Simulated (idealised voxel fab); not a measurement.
Process module heading - voxel transistor to metal
The cross-section shown here is cut; it is 185 nm wide and divided into square cells measuring 5 nm on a side.
A cross-section is written here as square cells arranged in a grid, and it is given in bands from the top down, each band taking up one or more rows of cells.
Per band: top height and bottom height in nm, followed by the left-to-right materials and their widths in nm; "edge to edge" marks a single material spanning edge to edge, "empty" marks empty space.
Convention: height 0 is the level below which the wafer, as received, is all one material. The lowest band does not terminate at the bottom but continues downward, represented as "0..down".
Width spec "30 to 40" -> top row of cells at first value, bottom row at second value, equal per-row change in between.
Key: "nothing different" - step with no changed cell in the cross-section.
In the "Fully sealed cavities" entry, you get each enclosed empty space of 8 cells or more, one with no open way to the top, written width x height at distance, distance from the left edge, in nm.
after a step's settings: what the simulator itself notes on the step
overlay nm: where the mask lay relative to plan, measured to the right, on steps with a mask; negatives go left.

Steps in the process plan:
1. RECEIVE (material Si)
2. CONFORMAL_DEP (material SiO2; thk nm 5)
3. CONFORMAL_DEP (material SiN; thk nm 10)
4. DIRECTIONAL_DEP (material aC; thk nm 10)
5. PATTERN (tone cover; mask id ACTIVE; material resist; width nm 125; thk nm 30; overlay nm 0)
6. DIRECTIONAL_ETCH (etch materials aC; depth nm 10)
7. STRIP (etch materials resist)
8. DIRECTIONAL_ETCH (etch materials SiN; depth nm 10)
9. DIRECTIONAL_ETCH (etch materials SiO2; depth nm 5)
10. DIRECTIONAL_ETCH (etch materials Si; depth nm 20)
11. STRIP (etch materials aC)
12. FILL_DEP (material SiO2; thk nm 10)
13. CMP (height nm 15)
14. SELECTIVE_ETCH (etch materials SiO2; depth nm 5)
15. STRIP (etch materials SiN)
16. SELECTIVE_ETCH (etch materials SiO2; depth nm 5)
17. OXIDIZE (depth nm 5)
18. DIRECTIONAL_DEP (material polySi; thk nm 30)
19. DIRECTIONAL_DEP (material SiCN; thk nm 10)
20. MASKED_ETCH (tone cover; mask id GATE; width nm 35; etch materials SiCN; depth nm 20; overlay nm 0)
21. MASKED_ETCH (tone cover; mask id GATE; width nm 35; etch materials polySi; depth nm 40; overlay nm 0)
22. CONFORMAL_DEP (material SiN; thk nm 10)
23. DIRECTIONAL_ETCH (etch materials SiN; depth nm 10)
24. DIRECTIONAL_ETCH (etch materials SiO2; depth nm 5)
25. DIRECTIONAL_ETCH (etch materials Si; depth nm 5)
26. EPI (material SiGe; thk nm 5)
27. FILL_DEP (material SiO2; thk nm 5)
28. CMP (height nm 30)
29. STRIP (etch materials polySi)
30. SELECTIVE_ETCH (etch materials SiO2; depth nm 5)
31. CONFORMAL_DEP (material HfO2; thk nm 5)
32. CONFORMAL_DEP (material TiN; thk nm 5)
33. FILL_DEP (material W; thk nm 5)
34. CMP (height nm 25)
35. DIRECTIONAL_DEP (material SiO2; thk nm 15)
36. MASKED_ETCH (tone open; mask id CONTACT; width nm 20; pitch nm 95; etch materials SiO2; depth nm 45; overlay nm 0)
37. CONFORMAL_DEP (material TiN; thk nm 5)
38. FILL_DEP (material Ru; thk nm 5)
39. CMP (height nm 40)
40. CONFORMAL_DEP (material SiN; thk nm 5)
41. DIRECTIONAL_DEP (material SiO2; thk nm 15)
42. PATTERN (tone open; mask id METAL_1; material resist; width nm 20; pitch nm 95; thk nm 15; overlay nm 0)
43. DIRECTIONAL_ETCH (etch materials SiO2; depth nm 15)
44. DIRECTIONAL_ETCH (etch materials SiN; depth nm 5)
45. STRIP (etch materials resist)
46. CONFORMAL_DEP (material TiN; thk nm 5)
47. FILL_DEP (material Cu; thk nm 10)
48. CMP (height nm 60)
49. CONFORMAL_DEP (material SiN; thk nm 5)

As-received state of the wafer in cross-section, equivalent to post-step 1:
> 0..down: Si edge to edge
> Fully sealed cavities: none

Wafer cross-section at end of module: start and plan as shown above, one execution error:
> 65..60: SiN edge to edge
> 60..45: SiO2 30, TiN 5, Cu 20, TiN 5, SiO2 65, TiN 5, Cu 20, TiN 5, SiO2 30
> 45..40: SiN 30, TiN 30, SiN 65, TiN 30, SiN 30
> 40..25: SiO2 35, TiN 5, Ru 10, TiN 5, SiO2 75, TiN 5, Ru 10, TiN 5, SiO2 35
> 25..5: SiO2 35, TiN 5, Ru 10, TiN 5, SiO2 10, SiN 10, HfO2 5, TiN 5, W 15, TiN 5, HfO2 5, SiN 10, SiO2 10, TiN 5, Ru 10, TiN 5, SiO2 35
> 5..0: SiO2 25, SiN 10, TiN 10, Ru 5, TiN 5, SiO2 10, SiN 10, HfO2 5, TiN 25, HfO2 5, SiN 10, SiO2 10, TiN 5, Ru 5, TiN 10, SiN 10, SiO2 25
> 0..-5: SiO2 35, SiGe 5, TiN 15, SiO2 5, SiGe 5, SiO2 5, HfO2 45, SiO2 5, SiGe 5, SiO2 5, TiN 15, SiGe 5, SiO2 35
> -5..-10: SiO2 30, Si 5, SiGe 30, Si 55, SiGe 30, Si 5, SiO2 30
> -10..-20: SiO2 30, Si 125, SiO2 30
> -20..down: Si edge to edge
> Fully sealed cavities: none
Deviation noted in wafer processing: step 42 was not run as planned; what actually ran was PATTERN (tone open; mask id METAL_1; material resist; width nm 30; pitch nm 95; thk nm 15; overlay nm 0)
